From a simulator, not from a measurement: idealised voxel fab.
process module | voxel transistor to metal
cross-section cut | 160 nm wide | cells 5 nm
A cross-section is a grid of square cells, given in bands from the top down. A band is one or more rows of cells.
Each band's line starts with the height of the band's top and of its bottom, in nm. Then come its materials from left to right, each with its width in nm. One material with "throughout" fills the band from edge to edge. "air" is empty space.
Height 0 is the level under which the wafer as received is all one material. The lowest band goes on downwards, as in "0 down".
A width such as "30 to 40" changes by the same amount from each row of cells to the next, from the band's top row to its bottom row.
"no change" after a step means that no cell of the cross-section changed.
closed voids: empty space of 8 cells or more with no open way to the top, each as width x height at its distance from the left edge, in nm
after a step's settings: what the simulator itself notes on the step
overlay nm, on a step with a mask: how far to the right of its planned place the mask lay; to the left if negative
plan
1 op RECEIVE | material Si
2 op CONFORMAL_DEP | material SiO2 | thk nm 5
3 op CONFORMAL_DEP | material SiN | thk nm 10
4 op MASKED_ETCH | tone cover | mask id ACTIVE | width nm 100 | etch materials SiN | depth nm 10 | overlay nm 0
5 op MASKED_ETCH | tone cover | mask id ACTIVE | width nm 100 | etch materials SiO2 | depth nm 5 | overlay nm 0
6 op MASKED_ETCH | tone cover | mask id ACTIVE | width nm 100 | etch materials Si | depth nm 20 | overlay nm 0
7 op OXIDIZE | depth nm 5
8 op FILL_DEP | material SiO2 | thk nm 5
9 op CMP | height nm 15
10 op SELECTIVE_ETCH | etch materials SiO2 | depth nm 10
11 op STRIP | etch materials SiN
12 op SELECTIVE_ETCH | etch materials SiO2 | depth nm 5
13 op OXIDIZE | depth nm 5
14 op DIRECTIONAL_DEP | material polySi | thk nm 20
15 op DIRECTIONAL_DEP | material SiCN | thk nm 10
16 op DIRECTIONAL_DEP | material aC | thk nm 15
17 op PATTERN | tone cover | mask id GATE | material resist | width nm 30 | thk nm 30 | overlay nm 0
18 op DIRECTIONAL_ETCH | etch materials aC | depth nm 15
19 op STRIP | etch materials resist
20 op DIRECTIONAL_ETCH | etch materials SiCN | depth nm 20
21 op DIRECTIONAL_ETCH | etch materials polySi | depth nm 30
22 op STRIP | etch materials aC
23 op CONFORMAL_DEP | material SiO2 | thk nm 5
24 op DIRECTIONAL_ETCH | etch materials SiO2 | depth nm 5
25 op CONFORMAL_DEP | material SiN | thk nm 10
26 op DIRECTIONAL_ETCH | etch materials SiN | depth nm 10
27 op DIRECTIONAL_ETCH | etch materials SiO2 | depth nm 5
28 op DIRECTIONAL_ETCH | etch materials Si | depth nm 15
29 op EPI | material SiGe | thk nm 20
30 op FILL_DEP | material SiO2 | thk nm 5
31 op CMP | height nm 20
32 op STRIP | etch materials polySi
33 op SELECTIVE_ETCH | etch materials SiO2 | depth nm 5
34 op CONFORMAL_DEP | material HfO2 | thk nm 5
35 op CONFORMAL_DEP | material TiN | thk nm 5
36 op FILL_DEP | material W | thk nm 5
37 op CMP | height nm 15
38 op DIRECTIONAL_DEP | material SiO2 | thk nm 15
39 op MASKED_ETCH | tone open | mask id CONTACT | width nm 15 | pitch nm 75 | etch materials SiO2 | depth nm 15 | overlay nm 0
40 op CONFORMAL_DEP | material TiN | thk nm 5
41 op FILL_DEP | material Ru | thk nm 10
42 op CMP | height nm 30
43 op DIRECTIONAL_DEP | material TiN | thk nm 5
44 op DIRECTIONAL_DEP | material W | thk nm 15
45 op DIRECTIONAL_DEP | material aC | thk nm 15
46 op PATTERN | tone cover | mask id METAL_1 | material resist | width nm 15 | pitch nm 75 | thk nm 30 | overlay nm 0
47 op DIRECTIONAL_ETCH | etch materials aC | depth nm 15
48 op STRIP | etch materials resist
49 op DIRECTIONAL_ETCH | etch materials W | depth nm 15
50 op DIRECTIONAL_ETCH | etch materials TiN | depth nm 5
51 op STRIP | etch materials aC
52 op FILL_DEP | material lowk | thk nm 10
53 op CMP | height nm 50
54 op CONFORMAL_DEP | material SiN | thk nm 5
first wafer, as planned
as received, after step 1
  0 down: Si throughout
  closed voids: none
after step 2
  5 to 0: SiO2 throughout
  below 0: unchanged
after step 3
  15 to 5: SiN throughout
  below 5: unchanged
after step 4
  15 to 5: air 30 | SiN 100 | air 30
  below 5: unchanged
after step 5
  15 to 5: air 30 | SiN 100 | air 30
  5 to 0: air 30 | SiO2 100 | air 30
  below 0: unchanged
after step 6
  15 to 5: air 30 | SiN 100 | air 30
  5 to 0: air 30 | SiO2 100 | air 30
  0 to -20: air 30 | Si 100 | air 30
  below -20: unchanged
after step 7
  15 to 5: air 30 | SiN 100 | air 30
  5 to 0: air 30 | SiO2 100 | air 30
  0 to -20: air 30 | SiO2 5 | Si 90 | SiO2 5 | air 30
  -20 to -25: SiO2 35 | Si 90 | SiO2 35
  below -25: unchanged
after step 8
  20 to 15: SiO2 throughout
  15 to 5: SiO2 30 | SiN 100 | SiO2 30
  5 to 0: SiO2 throughout
  0 to -25: SiO2 35 | Si 90 | SiO2 35
  below -25: unchanged
after step 9
  15 to 5: SiO2 30 | SiN 100 | SiO2 30
  below 5: unchanged
after step 10
  15 to 5: air 30 | SiN 100 | air 30
  below 5: unchanged
after step 11
  5 to 0: SiO2 throughout
  below 0: unchanged
after step 12
  0 to -25: SiO2 35 | Si 90 | SiO2 35
  below -25: unchanged
after step 13
  0 to -5: SiO2 throughout
  below -5: unchanged
after step 14
  20 to 0: polySi throughout
  below 0: unchanged
after step 15
  30 to 20: SiCN throughout
  below 20: unchanged
after step 16
  45 to 30: aC throughout
  below 30: unchanged
after step 17
  75 to 45: air 65 | resist 30 | air 65
  below 45: unchanged
after step 18
  60 to 45: air 65 | resist 30 | air 65
  45 to 30: air 65 | aC 30 | air 65
  below 30: unchanged
after step 19
  45 to 30: air 65 | aC 30 | air 65
  below 30: unchanged
after step 20
  45 to 30: air 65 | aC 30 | air 65
  30 to 20: air 65 | SiCN 30 | air 65
  below 20: unchanged
after step 21
  45 to 30: air 65 | aC 30 | air 65
  30 to 20: air 65 | SiCN 30 | air 65
  20 to 0: air 65 | polySi 30 | air 65
  below 0: unchanged
after step 22
  30 to 20: air 65 | SiCN 30 | air 65
  below 20: unchanged
after step 23
  35 to 30: air 60 | SiO2 40 | air 60
  30 to 20: air 60 | SiO2 5 | SiCN 30 | SiO2 5 | air 60
  20 to 5: air 60 | SiO2 5 | polySi 30 | SiO2 5 | air 60
  5 to 0: SiO2 65 | polySi 30 | SiO2 65
  below 0: unchanged
after step 24
  30 to 20: air 60 | SiO2 5 | SiCN 30 | SiO2 5 | air 60
  20 to 0: air 60 | SiO2 5 | polySi 30 | SiO2 5 | air 60
  below 0: unchanged
after step 25
  40 to 30: air 50 | SiN 60 | air 50
  30 to 20: air 50 | SiN 10 | SiO2 5 | SiCN 30 | SiO2 5 | SiN 10 | air 50
  20 to 10: air 50 | SiN 10 | SiO2 5 | polySi 30 | SiO2 5 | SiN 10 | air 50
  10 to 0: SiN 60 | SiO2 5 | polySi 30 | SiO2 5 | SiN 60
  below 0: unchanged
after step 26
  30 to 20: air 50 | SiN 10 | SiO2 5 | SiCN 30 | SiO2 5 | SiN 10 | air 50
  20 to 0: air 50 | SiN 10 | SiO2 5 | polySi 30 | SiO2 5 | SiN 10 | air 50
  below 0: unchanged
after step 27
  30 to 25: air 50 | SiN 10 | air 5 | SiCN 30 | air 5 | SiN 10 | air 50
  25 to 20: air 50 | SiN 10 | SiO2 5 | SiCN 30 | SiO2 5 | SiN 10 | air 50
  20 to 0: air 50 | SiN 10 | SiO2 5 | polySi 30 | SiO2 5 | SiN 10 | air 50
  0 to -5: air 50 | SiO2 60 | air 50
  below -5: unchanged
after step 28
  30 to 25: air 50 | SiN 10 | air 5 | SiCN 30 | air 5 | SiN 10 | air 50
  25 to 20: air 50 | SiN 10 | SiO2 5 | SiCN 30 | SiO2 5 | SiN 10 | air 50
  20 to 0: air 50 | SiN 10 | SiO2 5 | polySi 30 | SiO2 5 | SiN 10 | air 50
  0 to -5: air 50 | SiO2 60 | air 50
  -5 to -20: SiO2 35 | air 15 | Si 60 | air 15 | SiO2 35
  below -20: unchanged
after step 29
  30 to 25: air 50 | SiN 10 | air 5 | SiCN 30 | air 5 | SiN 10 | air 50
  25 to 20: air 50 | SiN 10 | SiO2 5 | SiCN 30 | SiO2 5 | SiN 10 | air 50
  20 to 15: air 50 | SiN 10 | SiO2 5 | polySi 30 | SiO2 5 | SiN 10 | air 50
  15 to 0: air 30 | SiGe 20 | SiN 10 | SiO2 5 | polySi 30 | SiO2 5 | SiN 10 | SiGe 20 | air 30
  0 to -5: air 30 | SiGe 20 | SiO2 60 | SiGe 20 | air 30
  -5 to -20: SiO2 35 | SiGe 15 | Si 60 | SiGe 15 | SiO2 35
  below -20: unchanged
after step 30
  35 to 30: SiO2 throughout
  30 to 20: SiO2 50 | SiN 10 | SiO2 5 | SiCN 30 | SiO2 5 | SiN 10 | SiO2 50
  20 to 15: SiO2 50 | SiN 10 | SiO2 5 | polySi 30 | SiO2 5 | SiN 10 | SiO2 50
  15 to 0: SiO2 30 | SiGe 20 | SiN 10 | SiO2 5 | polySi 30 | SiO2 5 | SiN 10 | SiGe 20 | SiO2 30
  0 to -5: SiO2 30 | SiGe 20 | SiO2 60 | SiGe 20 | SiO2 30
  below -5: unchanged
after step 31
  20 to 15: SiO2 50 | SiN 10 | SiO2 5 | polySi 30 | SiO2 5 | SiN 10 | SiO2 50
  below 15: unchanged
after step 32
  20 to 15: SiO2 50 | SiN 10 | SiO2 5 | air 30 | SiO2 5 | SiN 10 | SiO2 50
  15 to 0: SiO2 30 | SiGe 20 | SiN 10 | SiO2 5 | air 30 | SiO2 5 | SiN 10 | SiGe 20 | SiO2 30
  below 0: unchanged
after step 33
  20 to 15: air 50 | SiN 10 | air 40 | SiN 10 | air 50
  15 to 0: SiO2 30 | SiGe 20 | SiN 10 | air 40 | SiN 10 | SiGe 20 | SiO2 30
  0 to -5: SiO2 30 | SiGe 20 | SiO2 10 | air 40 | SiO2 10 | SiGe 20 | SiO2 30
  below -5: unchanged
after step 34
  25 to 20: air 45 | HfO2 20 | air 30 | HfO2 20 | air 45
  20 to 15: HfO2 50 | SiN 10 | HfO2 5 | air 30 | HfO2 5 | SiN 10 | HfO2 50
  15 to 0: SiO2 30 | SiGe 20 | SiN 10 | HfO2 5 | air 30 | HfO2 5 | SiN 10 | SiGe 20 | SiO2 30
  0 to -5: SiO2 30 | SiGe 20 | SiO2 10 | HfO2 40 | SiO2 10 | SiGe 20 | SiO2 30
  below -5: unchanged
after step 35
  30 to 25: air 40 | TiN 30 | air 20 | TiN 30 | air 40
  25 to 20: TiN 45 | HfO2 20 | TiN 5 | air 20 | TiN 5 | HfO2 20 | TiN 45
  20 to 15: HfO2 50 | SiN 10 | HfO2 5 | TiN 5 | air 20 | TiN 5 | HfO2 5 | SiN 10 | HfO2 50
  15 to 5: SiO2 30 | SiGe 20 | SiN 10 | HfO2 5 | TiN 5 | air 20 | TiN 5 | HfO2 5 | SiN 10 | SiGe 20 | SiO2 30
  5 to 0: SiO2 30 | SiGe 20 | SiN 10 | HfO2 5 | TiN 30 | HfO2 5 | SiN 10 | SiGe 20 | SiO2 30
  below 0: unchanged
after step 36
  35 to 30: W throughout
  30 to 25: W 40 | TiN 30 | W 20 | TiN 30 | W 40
  25 to 20: TiN 45 | HfO2 20 | TiN 5 | W 20 | TiN 5 | HfO2 20 | TiN 45
  20 to 15: HfO2 50 | SiN 10 | HfO2 5 | TiN 5 | W 20 | TiN 5 | HfO2 5 | SiN 10 | HfO2 50
  15 to 5: SiO2 30 | SiGe 20 | SiN 10 | HfO2 5 | TiN 5 | W 20 | TiN 5 | HfO2 5 | SiN 10 | SiGe 20 | SiO2 30
  below 5: unchanged
after step 37
  15 to 5: SiO2 30 | SiGe 20 | SiN 10 | HfO2 5 | TiN 5 | W 20 | TiN 5 | HfO2 5 | SiN 10 | SiGe 20 | SiO2 30
  below 5: unchanged
after step 38
  30 to 15: SiO2 throughout
  below 15: unchanged
after step 39
  30 to 15: SiO2 35 | air 15 | SiO2 60 | air 15 | SiO2 35
  below 15: unchanged
after step 40
  35 to 30: TiN 40 | air 5 | TiN 70 | air 5 | TiN 40
  30 to 20: SiO2 35 | TiN 5 | air 5 | TiN 5 | SiO2 60 | TiN 5 | air 5 | TiN 5 | SiO2 35
  20 to 15: SiO2 35 | TiN 15 | SiO2 60 | TiN 15 | SiO2 35
  below 15: unchanged
after step 41
  45 to 35: Ru throughout
  35 to 30: TiN 40 | Ru 5 | TiN 70 | Ru 5 | TiN 40
  30 to 20: SiO2 35 | TiN 5 | Ru 5 | TiN 5 | SiO2 60 | TiN 5 | Ru 5 | TiN 5 | SiO2 35
  below 20: unchanged
after step 42
  30 to 20: SiO2 35 | TiN 5 | Ru 5 | TiN 5 | SiO2 60 | TiN 5 | Ru 5 | TiN 5 | SiO2 35
  below 20: unchanged
after step 43
  35 to 30: TiN throughout
  below 30: unchanged
after step 44
  50 to 35: W throughout
  below 35: unchanged
after step 45
  65 to 50: aC throughout
  below 50: unchanged
after step 46
  95 to 65: air 35 | resist 15 | air 60 | resist 15 | air 35
  below 65: unchanged
after step 47
  80 to 65: air 35 | resist 15 | air 60 | resist 15 | air 35
  65 to 50: air 35 | aC 15 | air 60 | aC 15 | air 35
  below 50: unchanged
after step 48
  65 to 50: air 35 | aC 15 | air 60 | aC 15 | air 35
  below 50: unchanged
after step 49
  65 to 50: air 35 | aC 15 | air 60 | aC 15 | air 35
  50 to 35: air 35 | W 15 | air 60 | W 15 | air 35
  below 35: unchanged
after step 50
  65 to 50: air 35 | aC 15 | air 60 | aC 15 | air 35
  50 to 35: air 35 | W 15 | air 60 | W 15 | air 35
  35 to 30: air 35 | TiN 15 | air 60 | TiN 15 | air 35
  below 30: unchanged
after step 51
  50 to 35: air 35 | W 15 | air 60 | W 15 | air 35
  below 35: unchanged
after step 52
  60 to 50: lowk throughout
  50 to 35: lowk 35 | W 15 | lowk 60 | W 15 | lowk 35
  35 to 30: lowk 35 | TiN 15 | lowk 60 | TiN 15 | lowk 35
  below 30: unchanged
after step 53
  50 to 35: lowk 35 | W 15 | lowk 60 | W 15 | lowk 35
  below 35: unchanged
after step 54
  55 to 50: SiN throughout
  below 50: unchanged
second wafer: like start, like plan, one mistake. Through step 5 it matches the first wafer
when step 6 should have ended
  15 to 5: air 30 | SiN 100 | air 30
  5 to 0: air 30 | SiO2 100 | air 30
  0 to -40: air 30 | Si 100 | air 30
  below -40: unchanged
when step 7 should have ended
  15 to 5: air 30 | SiN 100 | air 30
  5 to 0: air 30 | SiO2 100 | air 30
  0 to -40: air 30 | SiO2 5 | Si 90 | SiO2 5 | air 30
  -40 to -45: SiO2 35 | Si 90 | SiO2 35
  below -45: unchanged
when step 8 should have ended
  20 to 15: SiO2 throughout
  15 to 5: SiO2 30 | SiN 100 | SiO2 30
  5 to 0: SiO2 throughout
  0 to -45: SiO2 35 | Si 90 | SiO2 35
  below -45: unchanged
when step 9 should have ended
  15 to 5: SiO2 30 | SiN 100 | SiO2 30
  below 5: unchanged
when step 10 should have ended
  15 to 5: air 30 | SiN 100 | air 30
  below 5: unchanged
when step 11 should have ended
  5 to 0: SiO2 throughout
  below 0: unchanged
when step 12 should have ended
  0 to -45: SiO2 35 | Si 90 | SiO2 35
  below -45: unchanged
when step 13 should have ended
  0 to -5: SiO2 throughout
  below -5: unchanged
when step 14 should have ended
  20 to 0: polySi throughout
  below 0: unchanged
when step 15 should have ended
  30 to 20: SiCN throughout
  below 20: unchanged
when step 16 should have ended
  45 to 30: aC throughout
  below 30: unchanged
when step 17 should have ended
  75 to 45: air 65 | resist 30 | air 65
  below 45: unchanged
when step 18 should have ended
  60 to 45: air 65 | resist 30 | air 65
  45 to 30: air 65 | aC 30 | air 65
  below 30: unchanged
when step 19 should have ended
  45 to 30: air 65 | aC 30 | air 65
  below 30: unchanged
when step 20 should have ended
  45 to 30: air 65 | aC 30 | air 65
  30 to 20: air 65 | SiCN 30 | air 65
  below 20: unchanged
when step 21 should have ended
  45 to 30: air 65 | aC 30 | air 65
  30 to 20: air 65 | SiCN 30 | air 65
  20 to 0: air 65 | polySi 30 | air 65
  below 0: unchanged
when step 22 should have ended
  30 to 20: air 65 | SiCN 30 | air 65
  below 20: unchanged
when step 23 should have ended
  35 to 30: air 60 | SiO2 40 | air 60
  30 to 20: air 60 | SiO2 5 | SiCN 30 | SiO2 5 | air 60
  20 to 5: air 60 | SiO2 5 | polySi 30 | SiO2 5 | air 60
  5 to 0: SiO2 65 | polySi 30 | SiO2 65
  below 0: unchanged
when step 24 should have ended
  30 to 20: air 60 | SiO2 5 | SiCN 30 | SiO2 5 | air 60
  20 to 0: air 60 | SiO2 5 | polySi 30 | SiO2 5 | air 60
  below 0: unchanged
when step 25 should have ended
  40 to 30: air 50 | SiN 60 | air 50
  30 to 20: air 50 | SiN 10 | SiO2 5 | SiCN 30 | SiO2 5 | SiN 10 | air 50
  20 to 10: air 50 | SiN 10 | SiO2 5 | polySi 30 | SiO2 5 | SiN 10 | air 50
  10 to 0: SiN 60 | SiO2 5 | polySi 30 | SiO2 5 | SiN 60
  below 0: unchanged
when step 26 should have ended
  30 to 20: air 50 | SiN 10 | SiO2 5 | SiCN 30 | SiO2 5 | SiN 10 | air 50
  20 to 0: air 50 | SiN 10 | SiO2 5 | polySi 30 | SiO2 5 | SiN 10 | air 50
  below 0: unchanged
when step 27 should have ended
  30 to 25: air 50 | SiN 10 | air 5 | SiCN 30 | air 5 | SiN 10 | air 50
  25 to 20: air 50 | SiN 10 | SiO2 5 | SiCN 30 | SiO2 5 | SiN 10 | air 50
  20 to 0: air 50 | SiN 10 | SiO2 5 | polySi 30 | SiO2 5 | SiN 10 | air 50
  0 to -5: air 50 | SiO2 60 | air 50
  below -5: unchanged
when step 28 should have ended
  30 to 25: air 50 | SiN 10 | air 5 | SiCN 30 | air 5 | SiN 10 | air 50
  25 to 20: air 50 | SiN 10 | SiO2 5 | SiCN 30 | SiO2 5 | SiN 10 | air 50
  20 to 0: air 50 | SiN 10 | SiO2 5 | polySi 30 | SiO2 5 | SiN 10 | air 50
  0 to -5: air 50 | SiO2 60 | air 50
  -5 to -20: SiO2 35 | air 15 | Si 60 | air 15 | SiO2 35
  below -20: unchanged
when step 29 should have ended
  30 to 25: air 50 | SiN 10 | air 5 | SiCN 30 | air 5 | SiN 10 | air 50
  25 to 20: air 50 | SiN 10 | SiO2 5 | SiCN 30 | SiO2 5 | SiN 10 | air 50
  20 to 15: air 50 | SiN 10 | SiO2 5 | polySi 30 | SiO2 5 | SiN 10 | air 50
  15 to 0: air 30 | SiGe 20 | SiN 10 | SiO2 5 | polySi 30 | SiO2 5 | SiN 10 | SiGe 20 | air 30
  0 to -5: air 30 | SiGe 20 | SiO2 60 | SiGe 20 | air 30
  -5 to -20: SiO2 35 | SiGe 15 | Si 60 | SiGe 15 | SiO2 35
  below -20: unchanged
when step 30 should have ended
  35 to 30: SiO2 throughout
  30 to 20: SiO2 50 | SiN 10 | SiO2 5 | SiCN 30 | SiO2 5 | SiN 10 | SiO2 50
  20 to 15: SiO2 50 | SiN 10 | SiO2 5 | polySi 30 | SiO2 5 | SiN 10 | SiO2 50
  15 to 0: SiO2 30 | SiGe 20 | SiN 10 | SiO2 5 | polySi 30 | SiO2 5 | SiN 10 | SiGe 20 | SiO2 30
  0 to -5: SiO2 30 | SiGe 20 | SiO2 60 | SiGe 20 | SiO2 30
  below -5: unchanged
when step 31 should have ended
  20 to 15: SiO2 50 | SiN 10 | SiO2 5 | polySi 30 | SiO2 5 | SiN 10 | SiO2 50
  below 15: unchanged
when step 32 should have ended
  20 to 15: SiO2 50 | SiN 10 | SiO2 5 | air 30 | SiO2 5 | SiN 10 | SiO2 50
  15 to 0: SiO2 30 | SiGe 20 | SiN 10 | SiO2 5 | air 30 | SiO2 5 | SiN 10 | SiGe 20 | SiO2 30
  below 0: unchanged
when step 33 should have ended
  20 to 15: air 50 | SiN 10 | air 40 | SiN 10 | air 50
  15 to 0: SiO2 30 | SiGe 20 | SiN 10 | air 40 | SiN 10 | SiGe 20 | SiO2 30
  0 to -5: SiO2 30 | SiGe 20 | SiO2 10 | air 40 | SiO2 10 | SiGe 20 | SiO2 30
  below -5: unchanged
when step 34 should have ended
  25 to 20: air 45 | HfO2 20 | air 30 | HfO2 20 | air 45
  20 to 15: HfO2 50 | SiN 10 | HfO2 5 | air 30 | HfO2 5 | SiN 10 | HfO2 50
  15 to 0: SiO2 30 | SiGe 20 | SiN 10 | HfO2 5 | air 30 | HfO2 5 | SiN 10 | SiGe 20 | SiO2 30
  0 to -5: SiO2 30 | SiGe 20 | SiO2 10 | HfO2 40 | SiO2 10 | SiGe 20 | SiO2 30
  below -5: unchanged
when step 35 should have ended
  30 to 25: air 40 | TiN 30 | air 20 | TiN 30 | air 40
  25 to 20: TiN 45 | HfO2 20 | TiN 5 | air 20 | TiN 5 | HfO2 20 | TiN 45
  20 to 15: HfO2 50 | SiN 10 | HfO2 5 | TiN 5 | air 20 | TiN 5 | HfO2 5 | SiN 10 | HfO2 50
  15 to 5: SiO2 30 | SiGe 20 | SiN 10 | HfO2 5 | TiN 5 | air 20 | TiN 5 | HfO2 5 | SiN 10 | SiGe 20 | SiO2 30
  5 to 0: SiO2 30 | SiGe 20 | SiN 10 | HfO2 5 | TiN 30 | HfO2 5 | SiN 10 | SiGe 20 | SiO2 30
  below 0: unchanged
when step 36 should have ended
  35 to 30: W throughout
  30 to 25: W 40 | TiN 30 | W 20 | TiN 30 | W 40
  25 to 20: TiN 45 | HfO2 20 | TiN 5 | W 20 | TiN 5 | HfO2 20 | TiN 45
  20 to 15: HfO2 50 | SiN 10 | HfO2 5 | TiN 5 | W 20 | TiN 5 | HfO2 5 | SiN 10 | HfO2 50
  15 to 5: SiO2 30 | SiGe 20 | SiN 10 | HfO2 5 | TiN 5 | W 20 | TiN 5 | HfO2 5 | SiN 10 | SiGe 20 | SiO2 30
  below 5: unchanged
when step 37 should have ended
  15 to 5: SiO2 30 | SiGe 20 | SiN 10 | HfO2 5 | TiN 5 | W 20 | TiN 5 | HfO2 5 | SiN 10 | SiGe 20 | SiO2 30
  below 5: unchanged
when step 38 should have ended
  30 to 15: SiO2 throughout
  below 15: unchanged
when step 39 should have ended
  30 to 15: SiO2 35 | air 15 | SiO2 60 | air 15 | SiO2 35
  below 15: unchanged
when step 40 should have ended
  35 to 30: TiN 40 | air 5 | TiN 70 | air 5 | TiN 40
  30 to 20: SiO2 35 | TiN 5 | air 5 | TiN 5 | SiO2 60 | TiN 5 | air 5 | TiN 5 | SiO2 35
  20 to 15: SiO2 35 | TiN 15 | SiO2 60 | TiN 15 | SiO2 35
  below 15: unchanged
when step 41 should have ended
  45 to 35: Ru throughout
  35 to 30: TiN 40 | Ru 5 | TiN 70 | Ru 5 | TiN 40
  30 to 20: SiO2 35 | TiN 5 | Ru 5 | TiN 5 | SiO2 60 | TiN 5 | Ru 5 | TiN 5 | SiO2 35
  below 20: unchanged
when step 42 should have ended
  30 to 20: SiO2 35 | TiN 5 | Ru 5 | TiN 5 | SiO2 60 | TiN 5 | Ru 5 | TiN 5 | SiO2 35
  below 20: unchanged
when step 43 should have ended
  35 to 30: TiN throughout
  below 30: unchanged
when step 44 should have ended
  50 to 35: W throughout
  below 35: unchanged
when step 45 should have ended
  65 to 50: aC throughout
  below 50: unchanged
when step 46 should have ended
  95 to 65: air 35 | resist 15 | air 60 | resist 15 | air 35
  below 65: unchanged
when step 47 should have ended
  80 to 65: air 35 | resist 15 | air 60 | resist 15 | air 35
  65 to 50: air 35 | aC 15 | air 60 | aC 15 | air 35
  below 50: unchanged
when step 48 should have ended
  65 to 50: air 35 | aC 15 | air 60 | aC 15 | air 35
  below 50: unchanged
when step 49 should have ended
  65 to 50: air 35 | aC 15 | air 60 | aC 15 | air 35
  50 to 35: air 35 | W 15 | air 60 | W 15 | air 35
  below 35: unchanged
when step 50 should have ended
  65 to 50: air 35 | aC 15 | air 60 | aC 15 | air 35
  50 to 35: air 35 | W 15 | air 60 | W 15 | air 35
  35 to 30: air 35 | TiN 15 | air 60 | TiN 15 | air 35
  below 30: unchanged
when step 51 should have ended
  50 to 35: air 35 | W 15 | air 60 | W 15 | air 35
  below 35: unchanged
when step 52 should have ended
  60 to 50: lowk throughout
  50 to 35: lowk 35 | W 15 | lowk 60 | W 15 | lowk 35
  35 to 30: lowk 35 | TiN 15 | lowk 60 | TiN 15 | lowk 35
  below 30: unchanged
when step 53 should have ended
  50 to 35: lowk 35 | W 15 | lowk 60 | W 15 | lowk 35
  below 35: unchanged
when step 54 should have ended
  55 to 50: SiN throughout
  below 50: unchanged
what went wrong: step 6 was run twice
at the end the second wafer has, in cells: 56 fewer of Si | 56 more of SiO2
